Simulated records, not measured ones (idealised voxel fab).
Name of the process module below: voxel transistor to metal
Pictured: cross-section cut, 190 nm wide, on a grid of 5 nm square cells.
In what follows, cross-sections appear as grids of square cells, described through bands that run from the top down, where every band is one or more rows of cells.
Look at the band entry: it leads with the top's height and the bottom's height in nm. Then it lists the materials left to right, with a width in nm for each. The word "everywhere" on a single material says that material fills the band edge to edge. The word "blank" is empty space.
We count height from 0. Below that, the starting wafer is all one material. The lowest band never ends at the bottom but goes on down; see "0 and below" for how that is written.
Width "30->40": first value at the band's top row of cells, second value at its bottom row, equal change from row to row.
"no modifications" (step): cross-section cells unchanged, all of them.
The entry titled "Closed void catalog" provides the empty spaces that have no open way to the top, restricted to those of 8 cells or more. Each is presented as width x height at distance, the distance being measured from the left edge, with all three in nm.
If you see something after the settings on a step's line, that's the simulator's own remark about that step.
Each step line may optionally specify "overlay nm", which for a step with a mask gives the rightward distance between the mask's planned place and where it lay, a negative value indicating the leftward direction.
Each of the pairs that make up the rest of this document says: here is the cross-section before one process step, here is the cross-section after it, drawn only down to the lowest band that changed, and here, under the pair, is the step lying between them with its settings. Different pairs may come from different runs of this module on the same starting wafer, so a pair continues from the pair above it only where its entry headed "Incoming profile" says so.
[Incoming profile]
    40 down to 35 = 40 TiN | 10 blank | 85 TiN | 10 blank | 45 TiN
    35 down to 20 = 35 SiO2 | 5 TiN | 10 blank | 5 TiN | 75 SiO2 | 5 TiN | 10 blank | 5 TiN | 40 SiO2
    20 down to 15 = 35 SiO2 | 20 TiN | 15 SiO2 | 5 SiN | 35 HfO2 | 5 SiN | 15 SiO2 | 20 TiN | 40 SiO2
    15 down to 0 = HfO2 everywhere
    0 down to -5 = SiO2 everywhere
    -5 and below = Si everywhere
    Closed void catalog: none
[Post-Step Cross-Section]
    45 down to 40 = W everywhere
    40 down to 35 = 40 TiN | 10 W | 85 TiN | 10 W | 45 TiN
    35 down to 20 = 35 SiO2 | 5 TiN | 10 W | 5 TiN | 75 SiO2 | 5 TiN | 10 W | 5 TiN | 40 SiO2
    Lower than 20, everything is as it was.
    Closed void catalog: none
Which step turns the before cross-section above into the after cross-section? FILL_DEP,material W,thk nm 5
Incoming profile: carried over from the after image of the pair right above.
[Post-Step Cross-Section]
    35 down to 20 = 35 SiO2 | 5 TiN | 10 W | 5 TiN | 75 SiO2 | 5 TiN | 10 W | 5 TiN | 40 SiO2
    Lower than 20, everything is as it was.
    Closed void catalog: none
Which step turns the before cross-section above into the after cross-section? CMP,height nm 35
Incoming profile: carried over from the after image of the pair right above.
[Post-Step Cross-Section]
    40 down to 35 = TiN everywhere
    Lower than 35, everything is as it was.
    Closed void catalog: none
Which step turns the before cross-section above into the after cross-section? DIRECTIONAL_DEP,material TiN,thk nm 5
Incoming profile: carried over from the after image of the pair right above.
[Post-Step Cross-Section]
    60 down to 40 = W everywhere
    Lower than 40, everything is as it was.
    Closed void catalog: none
Which step turns the before cross-section above into the after cross-section? DIRECTIONAL_DEP,material W,thk nm 20
Incoming profile: carried over from the after image of the pair right above.
[Post-Step Cross-Section]
    60 down to 40 = 35 blank | 20 W | 75 blank | 20 W | 40 blank
    Lower than 40, everything is as it was.
    Closed void catalog: none
Which step turns the before cross-section above into the after cross-section? MASKED_ETCH,tone cover,mask id METAL_1,width nm 20,pitch nm 95,etch materials W,depth nm 20,overlay nm 0
Incoming profile: carried over from the after image of the pair right above.
[Post-Step Cross-Section]
    60 down to 40 = 35 blank | 20 W | 75 blank | 20 W | 40 blank
    40 down to 35 = 35 blank | 20 TiN | 75 blank | 20 TiN | 40 blank
    Lower than 35, everything is as it was.
    Closed void catalog: none
Which step turns the before cross-section above into the after cross-section? MASKED_ETCH,tone cover,mask id METAL_1,width nm 20,pitch nm 95,etch materials TiN,depth nm 5,overlay nm 0
Incoming profile: carried over from the after image of the pair right above.
[Post-Step Cross-Section]
    70 down to 60 = lowk everywhere
    60 down to 40 = 35 lowk | 20 W | 75 lowk | 20 W | 40 lowk
    40 down to 35 = 35 lowk | 20 TiN | 75 lowk | 20 TiN | 40 lowk
    Lower than 35, everything is as it was.
    Closed void catalog: none
Which step turns the before cross-section above into the after cross-section? FILL_DEP,material lowk,thk nm 10
Incoming profile: carried over from the after image of the pair right above.
[Post-Step Cross-Section]
    60 down to 40 = 35 lowk | 20 W | 75 lowk | 20 W | 40 lowk
    Lower than 40, everything is as it was.
    Closed void catalog: none
Which step turns the before cross-section above into the after cross-section? CMP,height nm 60
Incoming profile: carried over from the after image of the pair right above.
[Post-Step Cross-Section]
    65 down to 60 = SiCN everywhere
    Lower than 60, everything is as it was.
    Closed void catalog: none
Which step turns the before cross-section above into the after cross-section? CONFORMAL_DEP,material SiCN,thk nm 5
[Incoming profile]
    15 down to 0 = SiN everywhere
    0 down to -5 = SiO2 everywhere
    -5 and below = Si everywhere
    Closed void catalog: none
[Post-Step Cross-Section]
    15 down to 0 = 25 SiN | 135 blank | 30 SiN
    Lower than 0, everything is as it was.
    Closed void catalog: none
Which step turns the before cross-section above into the after cross-section? MASKED_ETCH,tone open,mask id ACTIVE,width nm 135,etch materials SiN,depth nm 15,overlay nm 0
Incoming profile: carried over from the after image of the pair right above.
[Post-Step Cross-Section]
    25 down to 15 = SiO2 everywhere
    15 down to 0 = 25 SiN | 135 SiO2 | 30 SiN
    Lower than 0, everything is as it was.
    Closed void catalog: none
Which step turns the before cross-section above into the after cross-section? FILL_DEP,material SiO2,thk nm 10
Incoming profile: carried over from the after image of the pair right above.
[Post-Step Cross-Section]
    15 down to 0 = 25 SiN | 135 SiO2 | 30 SiN
    Lower than 0, everything is as it was.
    Closed void catalog: none
Which step turns the before cross-section above into the after cross-section? CMP,height nm 15
Incoming profile: carried over from the after image of the pair right above.
[Post-Step Cross-Section]
    15 down to 10 = 25 SiN | 135 blank | 30 SiN
    Lower than 10, everything is as it was.
    Closed void catalog: none
Which step turns the before cross-section above into the after cross-section? SELECTIVE_ETCH,etch materials SiO2,depth nm 5
Incoming profile: carried over from the after image of the pair right above.
[Post-Step Cross-Section]
    10 down to 0 = 25 blank | 135 SiO2 | 30 blank
    Lower than 0, everything is as it was.
    Closed void catalog: none
Which step turns the before cross-section above into the after cross-section? STRIP,etch materials SiN
Incoming profile: carried over from the after image of the pair right above.
[Post-Step Cross-Section]
    5 down to -5 = 30 blank | 125 SiO2 | 35 blank
    Lower than -5, everything is as it was.
    Closed void catalog: none
Which step turns the before cross-section above into the after cross-section? SELECTIVE_ETCH,etch materials SiO2,depth nm 5
Incoming profile: carried over from the after image of the pair right above.
[Post-Step Cross-Section]
    5 down to -5 = 30 blank | 125 SiO2 | 35 blank
    -5 down to -10 = 35 SiO2 | 115 Si | 40 SiO2
    Lower than -10, everything is as it was.
    Closed void catalog: none
Which step turns the before cross-section above into the after cross-section? OXIDIZE,depth nm 5
Incoming profile: carried over from the after image of the pair right above.
[Post-Step Cross-Section]
    35 down to 25 = 30 blank | 125 polySi | 35 blank
    25 down to 5 = polySi everywhere
    5 down to -5 = 30 polySi | 125 SiO2 | 35 polySi
    Lower than -5, everything is as it was.
    Closed void catalog: none
Which step turns the before cross-section above into the after cross-section? DIRECTIONAL_DEP,material polySi,thk nm 30
Incoming profile: carried over from the after image of the pair right above.
[Post-Step Cross-Section]
    45 down to 35 = 30 blank | 125 SiCN | 35 blank
    35 down to 25 = 30 SiCN | 125 polySi | 35 SiCN
    Lower than 25, everything is as it was.
    Closed void catalog: none
Which step turns the before cross-section above into the after cross-section? DIRECTIONAL_DEP,material SiCN,thk nm 10
Incoming profile: carried over from the after image of the pair right above.
[Post-Step Cross-Section]
    60 down to 50 = 30 blank | 125 aC | 35 blank
    50 down to 45 = aC everywhere
    45 down to 35 = 30 aC | 125 SiCN | 35 aC
    Lower than 35, everything is as it was.
    Closed void catalog: none
Which step turns the before cross-section above into the after cross-section? DIRECTIONAL_DEP,material aC,thk nm 15
Incoming profile: carried over from the after image of the pair right above.
[Post-Step Cross-Section]
    90 down to 60 = 75 blank | 35 resist | 80 blank
    Lower than 60, everything is as it was.
    Closed void catalog: none
Which step turns the before cross-section above into the after cross-section? PATTERN,tone cover,mask id GATE,material resist,width nm 35,thk nm 30,overlay nm 0
Incoming profile: carried over from the after image of the pair right above.
[Post-Step Cross-Section]
    75 down to 60 = 75 blank | 35 resist | 80 blank
    60 down to 45 = 75 blank | 35 aC | 80 blank
    45 down to 35 = 30 blank | 125 SiCN | 35 blank
    Lower than 35, everything is as it was.
    Closed void catalog: none
Which step turns the before cross-section above into the after cross-section? DIRECTIONAL_ETCH,etch materials aC,depth nm 15
Incoming profile: carried over from the after image of the pair right above.
[Post-Step Cross-Section]
    60 down to 45 = 75 blank | 35 aC | 80 blank
    Lower than 45, everything is as it was.
    Closed void catalog: none
Which step turns the before cross-section above into the after cross-section? STRIP,etch materials resist
Incoming profile: carried over from the after image of the pair right above.
[Post-Step Cross-Section]
    60 down to 45 = 75 blank | 35 aC | 80 blank
    45 down to 35 = 75 blank | 35 SiCN | 80 blank
    35 down to 25 = 30 blank | 125 polySi | 35 blank
    Lower than 25, everything is as it was.
    Closed void catalog: none
Which step turns the before cross-section above into the after cross-section? DIRECTIONAL_ETCH,etch materials SiCN,depth nm 20
Incoming profile: carried over from the after image of the pair right above.
[Post-Step Cross-Section]
    60 down to 45 = 75 blank | 35 aC | 80 blank
    45 down to 35 = 75 blank | 35 SiCN | 80 blank
    35 down to 5 = 75 blank | 35 polySi | 80 blank
    5 down to -5 = 30 blank | 125 SiO2 | 35 blank
    Lower than -5, everything is as it was.
    Closed void catalog: none
Which step turns the before cross-section above into the after cross-section? DIRECTIONAL_ETCH,etch materials polySi,depth nm 40
Incoming profile: carried over from the after image of the pair right above.
[Post-Step Cross-Section]
    45 down to 35 = 75 blank | 35 SiCN | 80 blank
    Lower than 35, everything is as it was.
    Closed void catalog: none
Which step turns the before cross-section above into the after cross-section? STRIP,etch materials aC
Incoming profile: carried over from the after image of the pair right above.
[Post-Step Cross-Section]
    50 down to 45 = 70 blank | 45 SiN | 75 blank
    45 down to 35 = 70 blank | 5 SiN | 35 SiCN | 5 SiN | 75 blank
    35 down to 10 = 70 blank | 5 SiN | 35 polySi | 5 SiN | 75 blank
    10 down to 5 = 25 blank | 50 SiN | 35 polySi | 50 SiN | 30 blank
    5 down to 0 = 25 blank | 5 SiN | 125 SiO2 | 5 SiN | 30 blank
    0 down to -5 = 30 SiN | 125 SiO2 | 35 SiN
    Lower than -5, everything is as it was.
    Closed void catalog: none
Which step turns the before cross-section above into the after cross-section? CONFORMAL_DEP,material SiN,thk nm 5
Incoming profile: carried over from the after image of the pair right above.
[Post-Step Cross-Section]
    45 down to 35 = 70 blank | 5 SiN | 35 SiCN | 5 SiN | 75 blank
    35 down to 5 = 70 blank | 5 SiN | 35 polySi | 5 SiN | 75 blank
    5 down to -5 = 25 blank | 5 SiN | 125 SiO2 | 5 SiN | 30 blank
    Lower than -5, everything is as it was.
    Closed void catalog: none
Which step turns the before cross-section above into the after cross-section? DIRECTIONAL_ETCH,etch materials SiN,depth nm 5
Incoming profile: carried over from the after image of the pair right above.
[Post-Step Cross-Section]
    45 down to 35 = 70 blank | 5 SiN | 35 SiCN | 5 SiN | 75 blank
    35 down to 5 = 70 blank | 5 SiN | 35 polySi | 5 SiN | 75 blank
    5 down to 0 = 25 blank | 5 SiN | 40 blank | 45 SiO2 | 40 blank | 5 SiN | 30 blank
    0 down to -5 = 25 blank | 5 SiN | 125 SiO2 | 5 SiN | 30 blank
    -5 down to -10 = 25 blank | 10 SiO2 | 115 Si | 10 SiO2 | 30 blank
    Lower than -10, everything is as it was.
    Closed void catalog: none
Which step turns the before cross-section above into the after cross-section? DIRECTIONAL_ETCH,etch materials SiO2,depth nm 5
Incoming profile: carried over from the after image of the pair right above.
[Post-Step Cross-Section]
    45 down to 35 = 70 blank | 5 SiN | 35 SiCN | 5 SiN | 75 blank
    35 down to 5 = 70 blank | 5 SiN | 35 polySi | 5 SiN | 75 blank
    5 down to 0 = 25 blank | 5 SiN | 40 blank | 45 SiO2 | 40 blank | 5 SiN | 30 blank
    0 down to -5 = 25 blank | 5 SiN | 125 SiO2 | 5 SiN | 30 blank
    -5 down to -10 = 25 blank | 10 SiO2 | 115 Si | 10 SiO2 | 30 blank
    -10 down to -15 = 25 blank | 135 Si | 30 blank
    Lower than -15, everything is as it was.
    Closed void catalog: none
Which step turns the before cross-section above into the after cross-section? DIRECTIONAL_ETCH,etch materials Si,depth nm 5
Incoming profile: carried over from the after image of the pair right above.
[Post-Step Cross-Section]
    45 down to 35 = 70 blank | 5 SiN | 35 SiCN | 5 SiN | 75 blank
    35 down to 5 = 70 blank | 5 SiN | 35 polySi | 5 SiN | 75 blank
    5 down to 0 = 25 blank | 5 SiN | 40 blank | 45 SiO2 | 40 blank | 5 SiN | 30 blank
    0 down to -5 = 25 blank | 5 SiN | 125 SiO2 | 5 SiN | 30 blank
    -5 down to -10 = 20 blank | 5 nSi | 10 SiO2 | 115 Si | 10 SiO2 | 5 nSi | 25 blank
    -10 down to -15 = 25 nSi | 135 Si | 30 nSi
    Lower than -15, everything is as it was.
    Closed void catalog: none
Which step turns the before cross-section above into the after cross-section? EPI,material nSi,thk nm 5
Incoming profile: carried over from the after image of the pair right above.
[Post-Step Cross-Section]
    55 down to 45 = SiO2 everywhere
    45 down to 35 = 70 SiO2 | 5 SiN | 35 SiCN | 5 SiN | 75 SiO2
    35 down to 5 = 70 SiO2 | 5 SiN | 35 polySi | 5 SiN | 75 SiO2
    5 down to -5 = 25 SiO2 | 5 SiN | 125 SiO2 | 5 SiN | 30 SiO2
    -5 down to -10 = 20 SiO2 | 5 nSi | 10 SiO2 | 115 Si | 10 SiO2 | 5 nSi | 25 SiO2
    Lower than -10, everything is as it was.
    Closed void catalog: none
Which step turns the before cross-section above into the after cross-section? FILL_DEP,material SiO2,thk nm 10
Incoming profile: carried over from the after image of the pair right above.
[Post-Step Cross-Section]
    25 down to 5 = 70 SiO2 | 5 SiN | 35 polySi | 5 SiN | 75 SiO2
    Lower than 5, everything is as it was.
    Closed void catalog: none
Which step turns the before cross-section above into the after cross-section? CMP,height nm 25
Incoming profile: carried over from the after image of the pair right above.
[Post-Step Cross-Section]
    25 down to 5 = 70 SiO2 | 5 SiN | 35 blank | 5 SiN | 75 SiO2
    Lower than 5, everything is as it was.
    Closed void catalog: none
Which step turns the before cross-section above into the after cross-section? STRIP,etch materials polySi
Incoming profile: carried over from the after image of the pair right above.
[Post-Step Cross-Section]
    25 down to 20 = 70 blank | 5 SiN | 35 blank | 5 SiN | 75 blank
    20 down to 5 = 70 SiO2 | 5 SiN | 35 blank | 5 SiN | 75 SiO2
    5 down to 0 = 25 SiO2 | 5 SiN | 40 SiO2 | 45 blank | 40 SiO2 | 5 SiN | 30 SiO2
    Lower than 0, everything is as it was.
    Closed void catalog: none
Which step turns the before cross-section above into the after cross-section? SELECTIVE_ETCH,etch materials SiO2,depth nm 5
Incoming profile: carried over from the after image of the pair right above.
[Post-Step Cross-Section]
    30 down to 25 = 65 blank | 15 HfO2 | 25 blank | 15 HfO2 | 70 blank
    25 down to 20 = 70 HfO2 | 5 SiN | 5 HfO2 | 25 blank | 5 HfO2 | 5 SiN | 75 HfO2
    20 down to 5 = 70 SiO2 | 5 SiN | 5 HfO2 | 25 blank | 5 HfO2 | 5 SiN | 75 SiO2
    5 down to 0 = 25 SiO2 | 5 SiN | 40 SiO2 | 45 HfO2 | 40 SiO2 | 5 SiN | 30 SiO2
    Lower than 0, everything is as it was.
    Closed void catalog: none
Which step turns the before cross-section above into the after cross-section? CONFORMAL_DEP,material HfO2,thk nm 5
Incoming profile: carried over from the after image of the pair right above.
[Post-Step Cross-Section]
    35 down to 30 = 60 blank | 25 TiN | 15 blank | 25 TiN | 65 blank
    30 down to 25 = 65 TiN | 15 HfO2 | 5 TiN | 15 blank | 5 TiN | 15 HfO2 | 70 TiN
    25 down to 20 = 70 HfO2 | 5 SiN | 5 HfO2 | 5 TiN | 15 blank | 5 TiN | 5 HfO2 | 5 SiN | 75 HfO2
    20 down to 10 = 70 SiO2 | 5 SiN | 5 HfO2 | 5 TiN | 15 blank | 5 TiN | 5 HfO2 | 5 SiN | 75 SiO2
    10 down to 5 = 70 SiO2 | 5 SiN | 5 HfO2 | 25 TiN | 5 HfO2 | 5 SiN | 75 SiO2
    Lower than 5, everything is as it was.
    Closed void catalog: none
Which step turns the before cross-section above into the after cross-section? CONFORMAL_DEP,material TiN,thk nm 5
Incoming profile: carried over from the after image of the pair right above.
[Post-Step Cross-Section]
    45 down to 35 = W everywhere
    35 down to 30 = 60 W | 25 TiN | 15 W | 25 TiN | 65 W
    30 down to 25 = 65 TiN | 15 HfO2 | 5 TiN | 15 W | 5 TiN | 15 HfO2 | 70 TiN
    25 down to 20 = 70 HfO2 | 5 SiN | 5 HfO2 | 5 TiN | 15 W | 5 TiN | 5 HfO2 | 5 SiN | 75 HfO2
    20 down to 10 = 70 SiO2 | 5 SiN | 5 HfO2 | 5 TiN | 15 W | 5 TiN | 5 HfO2 | 5 SiN | 75 SiO2
    Lower than 10, everything is as it was.
    Closed void catalog: none
Which step turns the before cross-section above into the after cross-section? FILL_DEP,material W,thk nm 10
Incoming profile: carried over from the after image of the pair right above.
[Post-Step Cross-Section]
    20 down to 10 = 70 SiO2 | 5 SiN | 5 HfO2 | 5 TiN | 15 W | 5 TiN | 5 HfO2 | 5 SiN | 75 SiO2
    Lower than 10, everything is as it was.
    Closed void catalog: none
Which step turns the before cross-section above into the after cross-section? CMP,height nm 20
Incoming profile: carried over from the after image of the pair right above.
[Post-Step Cross-Section]
    35 down to 20 = SiO2 everywhere
    Lower than 20, everything is as it was.
    Closed void catalog: none
Which step turns the before cross-section above into the after cross-section? DIRECTIONAL_DEP,material SiO2,thk nm 15
Incoming profile: carried over from the after image of the pair right above.
[Post-Step Cross-Section]
    35 down to 20 = 35 SiO2 | 20 blank | 75 SiO2 | 20 blank | 40 SiO2
    20 down to 10 = 35 SiO2 | 20 blank | 15 SiO2 | 5 SiN | 5 HfO2 | 5 TiN | 15 W | 5 TiN | 5 HfO2 | 5 SiN | 15 SiO2 | 20 blank | 40 SiO2
    10 down to 5 = 35 SiO2 | 20 blank | 15 SiO2 | 5 SiN | 5 HfO2 | 25 TiN | 5 HfO2 | 5 SiN | 15 SiO2 | 20 blank | 40 SiO2
    5 down to 0 = 25 SiO2 | 5 SiN | 5 SiO2 | 20 blank | 15 SiO2 | 45 HfO2 | 15 SiO2 | 20 blank | 5 SiO2 | 5 SiN | 30 SiO2
    0 down to -5 = 25 SiO2 | 5 SiN | 5 SiO2 | 20 blank | 75 SiO2 | 20 blank | 5 SiO2 | 5 SiN | 30 SiO2
    Lower than -5, everything is as it was.
    Closed void catalog: none
Which step turns the before cross-section above into the after cross-section? MASKED_ETCH,tone open,mask id CONTACT,width nm 20,pitch nm 95,etch materials SiO2,depth nm 45,overlay nm 0
Incoming profile: carried over from the after image of the pair right above.
[Post-Step Cross-Section]
    40 down to 35 = 40 TiN | 10 blank | 85 TiN | 10 blank | 45 TiN
    35 down to 20 = 35 SiO2 | 5 TiN | 10 blank | 5 TiN | 75 SiO2 | 5 TiN | 10 blank | 5 TiN | 40 SiO2
    20 down to 10 = 35 SiO2 | 5 TiN | 10 blank | 5 TiN | 15 SiO2 | 5 SiN | 5 HfO2 | 5 TiN | 15 W | 5 TiN | 5 HfO2 | 5 SiN | 15 SiO2 | 5 TiN | 10 blank | 5 TiN | 40 SiO2
    10 down to 5 = 35 SiO2 | 5 TiN | 10 blank | 5 TiN | 15 SiO2 | 5 SiN | 5 HfO2 | 25 TiN | 5 HfO2 | 5 SiN | 15 SiO2 | 5 TiN | 10 blank | 5 TiN | 40 SiO2
    5 down to 0 = 25 SiO2 | 5 SiN | 5 SiO2 | 5 TiN | 10 blank | 5 TiN | 15 SiO2 | 45 HfO2 | 15 SiO2 | 5 TiN | 10 blank | 5 TiN | 5 SiO2 | 5 SiN | 30 SiO2
    0 down to -5 = 25 SiO2 | 5 SiN | 5 SiO2 | 20 TiN | 75 SiO2 | 20 TiN | 5 SiO2 | 5 SiN | 30 SiO2
    Lower than -5, everything is as it was.
    Closed void catalog: none
Which step turns the before cross-section above into the after cross-section? CONFORMAL_DEP,material TiN,thk nm 5
Incoming profile: carried over from the after image of the pair right above.
[Post-Step Cross-Section]
    45 down to 40 = W everywhere
    40 down to 35 = 40 TiN | 10 W | 85 TiN | 10 W | 45 TiN
    35 down to 20 = 35 SiO2 | 5 TiN | 10 W | 5 TiN | 75 SiO2 | 5 TiN | 10 W | 5 TiN | 40 SiO2
    20 down to 10 = 35 SiO2 | 5 TiN | 10 W | 5 TiN | 15 SiO2 | 5 SiN | 5 HfO2 | 5 TiN | 15 W | 5 TiN | 5 HfO2 | 5 SiN | 15 SiO2 | 5 TiN | 10 W | 5 TiN | 40 SiO2
    10 down to 5 = 35 SiO2 | 5 TiN | 10 W | 5 TiN | 15 SiO2 | 5 SiN | 5 HfO2 | 25 TiN | 5 HfO2 | 5 SiN | 15 SiO2 | 5 TiN | 10 W | 5 TiN | 40 SiO2
    5 down to 0 = 25 SiO2 | 5 SiN | 5 SiO2 | 5 TiN | 10 W | 5 TiN | 15 SiO2 | 45 HfO2 | 15 SiO2 | 5 TiN | 10 W | 5 TiN | 5 SiO2 | 5 SiN | 30 SiO2
    Lower than 0, everything is as it was.
    Closed void catalog: none
Which step turns the before cross-section above into the after cross-section? FILL_DEP,material W,thk nm 5
Incoming profile: carried over from the after image of the pair right above.
[Post-Step Cross-Section]
    35 down to 20 = 35 SiO2 | 5 TiN | 10 W | 5 TiN | 75 SiO2 | 5 TiN | 10 W | 5 TiN | 40 SiO2
    Lower than 20, everything is as it was.
    Closed void catalog: none
Which step turns the before cross-section above into the after cross-section? CMP,height nm 35
Incoming profile: carried over from the after image of the pair right above.
[Post-Step Cross-Section]
    40 down to 35 = TiN everywhere
    Lower than 35, everything is as it was.
    Closed void catalog: none
Which step turns the before cross-section above into the after cross-section? DIRECTIONAL_DEP,material TiN,thk nm 5
Incoming profile: carried over from the after image of the pair right above.
[Post-Step Cross-Section]
    60 down to 40 = W everywhere
    Lower than 40, everything is as it was.
    Closed void catalog: none
Which step turns the before cross-section above into the after cross-section? DIRECTIONAL_DEP,material W,thk nm 20
Incoming profile: carried over from the after image of the pair right above.
[Post-Step Cross-Section]
    60 down to 40 = 35 blank | 20 W | 75 blank | 20 W | 40 blank
    Lower than 40, everything is as it was.
    Closed void catalog: none
Which step turns the before cross-section above into the after cross-section? MASKED_ETCH,tone cover,mask id METAL_1,width nm 20,pitch nm 95,etch materials W,depth nm 20,overlay nm 0
Incoming profile: carried over from the after image of the pair right above.
[Post-Step Cross-Section]
    60 down to 40 = 35 blank | 20 W | 75 blank | 20 W | 40 blank
    40 down to 35 = 35 blank | 20 TiN | 75 blank | 20 TiN | 40 blank
    Lower than 35, everything is as it was.
    Closed void catalog: none
Which step turns the before cross-section above into the after cross-section? MASKED_ETCH,tone cover,mask id METAL_1,width nm 20,pitch nm 95,etch materials TiN,depth nm 5,overlay nm 0
Incoming profile: carried over from the after image of the pair right above.
[Post-Step Cross-Section]
    70 down to 60 = lowk everywhere
    60 down to 40 = 35 lowk | 20 W | 75 lowk | 20 W | 40 lowk
    40 down to 35 = 35 lowk | 20 TiN | 75 lowk | 20 TiN | 40 lowk
    Lower than 35, everything is as it was.
    Closed void catalog: none
Which step turns the before cross-section above into the after cross-section? FILL_DEP,material lowk,thk nm 10
Incoming profile: carried over from the after image of the pair right above.
[Post-Step Cross-Section]
    60 down to 40 = 35 lowk | 20 W | 75 lowk | 20 W | 40 lowk
    Lower than 40, everything is as it was.
    Closed void catalog: none
Which step turns the before cross-section above into the after cross-section? CMP,height nm 60
Incoming profile: carried over from the after image of the pair right above.
[Post-Step Cross-Section]
    65 down to 60 = SiCN everywhere
    Lower than 60, everything is as it was.
    Closed void catalog: none
Which step turns the before cross-section above into the after cross-section? CONFORMAL_DEP,material SiCN,thk nm 5
